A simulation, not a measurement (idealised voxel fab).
process module | voxel transistor to metal
cross-section cut | 165 nm wide | cells 5 nm
A cross-section is a grid of square cells, given in bands from the top down. A band is one or more rows of cells.
Each band's line starts with the height of the band's top and of its bottom, in nm. Then come its materials from left to right, each with its width in nm. One material with "throughout" fills the band from edge to edge. "air" is empty space.
Height 0 is the level under which the wafer as received is all one material. The lowest band goes on downwards, as in "0 down".
A width such as "30 to 40" changes by the same amount from each row of cells to the next, from the band's top row to its bottom row.
"no change" after a step means that no cell of the cross-section changed.
closed voids: empty space of 8 cells or more with no open way to the top, each as width x height at its distance from the left edge, in nm
after a step's settings: what the simulator itself notes on the step
overlay nm, on a step with a mask: how far to the right of its planned place the mask lay; to the left if negative
plan
1 op RECEIVE | material Si
2 op CONFORMAL_DEP | material SiO2 | thk nm 5
3 op CONFORMAL_DEP | material SiN | thk nm 10
4 op PATTERN | tone cover | mask id ACTIVE | material resist | width nm 105 | thk nm 20 | overlay nm 0
5 op DIRECTIONAL_ETCH | etch materials SiN | depth nm 10
6 op DIRECTIONAL_ETCH | etch materials SiO2 | depth nm 5
7 op DIRECTIONAL_ETCH | etch materials Si | depth nm 25
8 op STRIP | etch materials resist
9 op FILL_DEP | material SiO2 | thk nm 10
10 op CMP | height nm 15
11 op SELECTIVE_ETCH | etch materials SiO2 | depth nm 10
12 op STRIP | etch materials SiN
13 op SELECTIVE_ETCH | etch materials SiO2 | depth nm 5
14 op OXIDIZE | depth nm 5
15 op DIRECTIONAL_DEP | material polySi | thk nm 30
16 op DIRECTIONAL_DEP | material SiCN | thk nm 15
17 op PATTERN | tone cover | mask id GATE | material resist | width nm 25 | thk nm 20 | overlay nm 0
18 op DIRECTIONAL_ETCH | etch materials SiCN | depth nm 25
19 op DIRECTIONAL_ETCH | etch materials polySi | depth nm 40
20 op STRIP | etch materials resist
21 op CONFORMAL_DEP | material SiN | thk nm 10
22 op DIRECTIONAL_ETCH | etch materials SiN | depth nm 10
23 op DIRECTIONAL_ETCH | etch materials SiO2 | depth nm 5
24 op DIRECTIONAL_ETCH | etch materials Si | depth nm 15
25 op EPI | material SiGe | thk nm 15
26 op FILL_DEP | material SiO2 | thk nm 10
27 op CMP | height nm 45
28 op DIRECTIONAL_DEP | material SiO2 | thk nm 15
29 op PATTERN | tone open | mask id CONTACT | material resist | width nm 25 | pitch nm 60 | thk nm 20 | overlay nm 0
30 op DIRECTIONAL_ETCH | etch materials SiO2 | depth nm 65
31 op STRIP | etch materials resist
32 op CONFORMAL_DEP | material TiN | thk nm 5
33 op FILL_DEP | material W | thk nm 5
34 op CMP | height nm 60
35 op CONFORMAL_DEP | material SiCN | thk nm 5
36 op DIRECTIONAL_DEP | material SiO2 | thk nm 20
37 op MASKED_ETCH | tone open | mask id METAL_1 | width nm 15 | pitch nm 70 | etch materials SiO2 | depth nm 20 | overlay nm 0
38 op MASKED_ETCH | tone open | mask id METAL_1 | width nm 15 | pitch nm 70 | etch materials SiCN | depth nm 5 | overlay nm 0
39 op CONFORMAL_DEP | material TiN | thk nm 5
40 op FILL_DEP | material Cu | thk nm 5
41 op CMP | height nm 85
42 op CONFORMAL_DEP | material SiN | thk nm 5
first wafer, as planned
as received, after step 1
  0 down: Si throughout
  closed voids: none
after step 2
  5 to 0: SiO2 throughout
  below 0: unchanged
after step 3
  15 to 5: SiN throughout
  below 5: unchanged
after step 4
  35 to 15: air 30 | resist 105 | air 30
  below 15: unchanged
after step 5
  35 to 15: air 30 | resist 105 | air 30
  15 to 5: air 30 | SiN 105 | air 30
  below 5: unchanged
after step 6
  35 to 15: air 30 | resist 105 | air 30
  15 to 5: air 30 | SiN 105 | air 30
  5 to 0: air 30 | SiO2 105 | air 30
  below 0: unchanged
after step 7
  35 to 15: air 30 | resist 105 | air 30
  15 to 5: air 30 | SiN 105 | air 30
  5 to 0: air 30 | SiO2 105 | air 30
  0 to -25: air 30 | Si 105 | air 30
  below -25: unchanged
after step 8
  15 to 5: air 30 | SiN 105 | air 30
  below 5: unchanged
after step 9
  25 to 15: SiO2 throughout
  15 to 5: SiO2 30 | SiN 105 | SiO2 30
  5 to 0: SiO2 throughout
  0 to -25: SiO2 30 | Si 105 | SiO2 30
  below -25: unchanged
after step 10
  15 to 5: SiO2 30 | SiN 105 | SiO2 30
  below 5: unchanged
after step 11
  15 to 5: air 30 | SiN 105 | air 30
  below 5: unchanged
after step 12
  5 to 0: SiO2 throughout
  below 0: unchanged
after step 13
  0 to -25: SiO2 30 | Si 105 | SiO2 30
  below -25: unchanged
after step 14
  0 to -5: SiO2 throughout
  below -5: unchanged
after step 15
  30 to 0: polySi throughout
  below 0: unchanged
after step 16
  45 to 30: SiCN throughout
  below 30: unchanged
after step 17
  65 to 45: air 70 | resist 25 | air 70
  below 45: unchanged
after step 18
  65 to 45: air 70 | resist 25 | air 70
  45 to 30: air 70 | SiCN 25 | air 70
  below 30: unchanged
after step 19
  65 to 45: air 70 | resist 25 | air 70
  45 to 30: air 70 | SiCN 25 | air 70
  30 to 0: air 70 | polySi 25 | air 70
  below 0: unchanged
after step 20
  45 to 30: air 70 | SiCN 25 | air 70
  below 30: unchanged
after step 21
  55 to 45: air 60 | SiN 45 | air 60
  45 to 30: air 60 | SiN 10 | SiCN 25 | SiN 10 | air 60
  30 to 10: air 60 | SiN 10 | polySi 25 | SiN 10 | air 60
  10 to 0: SiN 70 | polySi 25 | SiN 70
  below 0: unchanged
after step 22
  45 to 30: air 60 | SiN 10 | SiCN 25 | SiN 10 | air 60
  30 to 0: air 60 | SiN 10 | polySi 25 | SiN 10 | air 60
  below 0: unchanged
after step 23
  45 to 30: air 60 | SiN 10 | SiCN 25 | SiN 10 | air 60
  30 to 0: air 60 | SiN 10 | polySi 25 | SiN 10 | air 60
  0 to -5: air 60 | SiO2 45 | air 60
  below -5: unchanged
after step 24
  45 to 30: air 60 | SiN 10 | SiCN 25 | SiN 10 | air 60
  30 to 0: air 60 | SiN 10 | polySi 25 | SiN 10 | air 60
  0 to -5: air 60 | SiO2 45 | air 60
  -5 to -20: SiO2 30 | air 30 | Si 45 | air 30 | SiO2 30
  below -20: unchanged
after step 25
  45 to 30: air 60 | SiN 10 | SiCN 25 | SiN 10 | air 60
  30 to 10: air 60 | SiN 10 | polySi 25 | SiN 10 | air 60
  10 to 0: air 45 | SiGe 15 | SiN 10 | polySi 25 | SiN 10 | SiGe 15 | air 45
  0 to -5: air 45 | SiGe 15 | SiO2 45 | SiGe 15 | air 45
  -5 to -20: SiO2 30 | SiGe 30 | Si 45 | SiGe 30 | SiO2 30
  below -20: unchanged
after step 26
  55 to 45: SiO2 throughout
  45 to 30: SiO2 60 | SiN 10 | SiCN 25 | SiN 10 | SiO2 60
  30 to 10: SiO2 60 | SiN 10 | polySi 25 | SiN 10 | SiO2 60
  10 to 0: SiO2 45 | SiGe 15 | SiN 10 | polySi 25 | SiN 10 | SiGe 15 | SiO2 45
  0 to -5: SiO2 45 | SiGe 15 | SiO2 45 | SiGe 15 | SiO2 45
  below -5: unchanged
after step 27
  45 to 30: SiO2 60 | SiN 10 | SiCN 25 | SiN 10 | SiO2 60
  below 30: unchanged
after step 28
  60 to 45: SiO2 throughout
  below 45: unchanged
after step 29
  80 to 60: resist 40 | air 25 | resist 35 | air 25 | resist 40
  below 60: unchanged
after step 30
  80 to 60: resist 40 | air 25 | resist 35 | air 25 | resist 40
  60 to 45: SiO2 40 | air 25 | SiO2 35 | air 25 | SiO2 40
  45 to 30: SiO2 40 | air 20 | SiN 10 | SiCN 25 | SiN 10 | air 20 | SiO2 40
  30 to 10: SiO2 40 | air 20 | SiN 10 | polySi 25 | SiN 10 | air 20 | SiO2 40
  10 to 0: SiO2 40 | air 5 | SiGe 15 | SiN 10 | polySi 25 | SiN 10 | SiGe 15 | air 5 | SiO2 40
  0 to -5: SiO2 40 | air 5 | SiGe 15 | SiO2 45 | SiGe 15 | air 5 | SiO2 40
  below -5: unchanged
after step 31
  60 to 45: SiO2 40 | air 25 | SiO2 35 | air 25 | SiO2 40
  below 45: unchanged
after step 32
  65 to 60: TiN 45 | air 15 | TiN 45 | air 15 | TiN 45
  60 to 50: SiO2 40 | TiN 5 | air 15 | TiN 5 | SiO2 35 | TiN 5 | air 15 | TiN 5 | SiO2 40
  50 to 45: SiO2 40 | TiN 5 | air 10 | TiN 10 | SiO2 35 | TiN 10 | air 10 | TiN 5 | SiO2 40
  45 to 30: SiO2 40 | TiN 5 | air 10 | TiN 5 | SiN 10 | SiCN 25 | SiN 10 | TiN 5 | air 10 | TiN 5 | SiO2 40
  30 to 15: SiO2 40 | TiN 5 | air 10 | TiN 5 | SiN 10 | polySi 25 | SiN 10 | TiN 5 | air 10 | TiN 5 | SiO2 40
  15 to 10: SiO2 40 | TiN 20 | SiN 10 | polySi 25 | SiN 10 | TiN 20 | SiO2 40
  10 to 0: SiO2 40 | TiN 5 | SiGe 15 | SiN 10 | polySi 25 | SiN 10 | SiGe 15 | TiN 5 | SiO2 40
  0 to -5: SiO2 40 | TiN 5 | SiGe 15 | SiO2 45 | SiGe 15 | TiN 5 | SiO2 40
  below -5: unchanged
after step 33
  70 to 65: W throughout
  65 to 60: TiN 45 | W 15 | TiN 45 | W 15 | TiN 45
  60 to 50: SiO2 40 | TiN 5 | W 15 | TiN 5 | SiO2 35 | TiN 5 | W 15 | TiN 5 | SiO2 40
  50 to 45: SiO2 40 | TiN 5 | W 10 | TiN 10 | SiO2 35 | TiN 10 | W 10 | TiN 5 | SiO2 40
  45 to 30: SiO2 40 | TiN 5 | W 10 | TiN 5 | SiN 10 | SiCN 25 | SiN 10 | TiN 5 | W 10 | TiN 5 | SiO2 40
  30 to 15: SiO2 40 | TiN 5 | W 10 | TiN 5 | SiN 10 | polySi 25 | SiN 10 | TiN 5 | W 10 | TiN 5 | SiO2 40
  below 15: unchanged
after step 34
  60 to 50: SiO2 40 | TiN 5 | W 15 | TiN 5 | SiO2 35 | TiN 5 | W 15 | TiN 5 | SiO2 40
  below 50: unchanged
after step 35
  65 to 60: SiCN throughout
  below 60: unchanged
after step 36
  85 to 65: SiO2 throughout
  below 65: unchanged
after step 37
  85 to 65: SiO2 40 | air 15 | SiO2 55 | air 15 | SiO2 40
  below 65: unchanged
after step 38
  85 to 65: SiO2 40 | air 15 | SiO2 55 | air 15 | SiO2 40
  65 to 60: SiCN 40 | air 15 | SiCN 55 | air 15 | SiCN 40
  below 60: unchanged
after step 39
  90 to 85: TiN 45 | air 5 | TiN 65 | air 5 | TiN 45
  85 to 65: SiO2 40 | TiN 5 | air 5 | TiN 5 | SiO2 55 | TiN 5 | air 5 | TiN 5 | SiO2 40
  65 to 60: SiCN 40 | TiN 15 | SiCN 55 | TiN 15 | SiCN 40
  below 60: unchanged
after step 40
  95 to 90: Cu throughout
  90 to 85: TiN 45 | Cu 5 | TiN 65 | Cu 5 | TiN 45
  85 to 65: SiO2 40 | TiN 5 | Cu 5 | TiN 5 | SiO2 55 | TiN 5 | Cu 5 | TiN 5 | SiO2 40
  below 65: unchanged
after step 41
  85 to 65: SiO2 40 | TiN 5 | Cu 5 | TiN 5 | SiO2 55 | TiN 5 | Cu 5 | TiN 5 | SiO2 40
  below 65: unchanged
after step 42
  90 to 85: SiN throughout
  below 85: unchanged
second wafer: like start, like plan, one mistake. Through step 34 it matches the first wafer
when step 35 should have ended
  75 to 60: SiCN throughout
  below 60: unchanged
when step 36 should have ended
  95 to 75: SiO2 throughout
  below 75: unchanged
when step 37 should have ended
  95 to 75: SiO2 40 | air 15 | SiO2 55 | air 15 | SiO2 40
  below 75: unchanged
when step 38 should have ended
  95 to 75: SiO2 40 | air 15 | SiO2 55 | air 15 | SiO2 40
  75 to 70: SiCN 40 | air 15 | SiCN 55 | air 15 | SiCN 40
  below 70: unchanged
when step 39 should have ended
  100 to 95: TiN 45 | air 5 | TiN 65 | air 5 | TiN 45
  95 to 75: SiO2 40 | TiN 5 | air 5 | TiN 5 | SiO2 55 | TiN 5 | air 5 | TiN 5 | SiO2 40
  75 to 70: SiCN 40 | TiN 15 | SiCN 55 | TiN 15 | SiCN 40
  below 70: unchanged
when step 40 should have ended
  105 to 100: Cu throughout
  100 to 95: TiN 45 | Cu 5 | TiN 65 | Cu 5 | TiN 45
  95 to 75: SiO2 40 | TiN 5 | Cu 5 | TiN 5 | SiO2 55 | TiN 5 | Cu 5 | TiN 5 | SiO2 40
  below 75: unchanged
when step 41 should have ended
  85 to 75: SiO2 40 | TiN 5 | Cu 5 | TiN 5 | SiO2 55 | TiN 5 | Cu 5 | TiN 5 | SiO2 40
  below 75: unchanged
when step 42 should have ended
  90 to 85: SiN throughout
  below 85: unchanged
what went wrong: step 35 ran as: op CONFORMAL_DEP | material SiCN | thk nm 15
at the end the second wafer has, in cells: 4 fewer of Cu | 66 more of SiCN | 54 fewer of SiO2 | 8 fewer of TiN
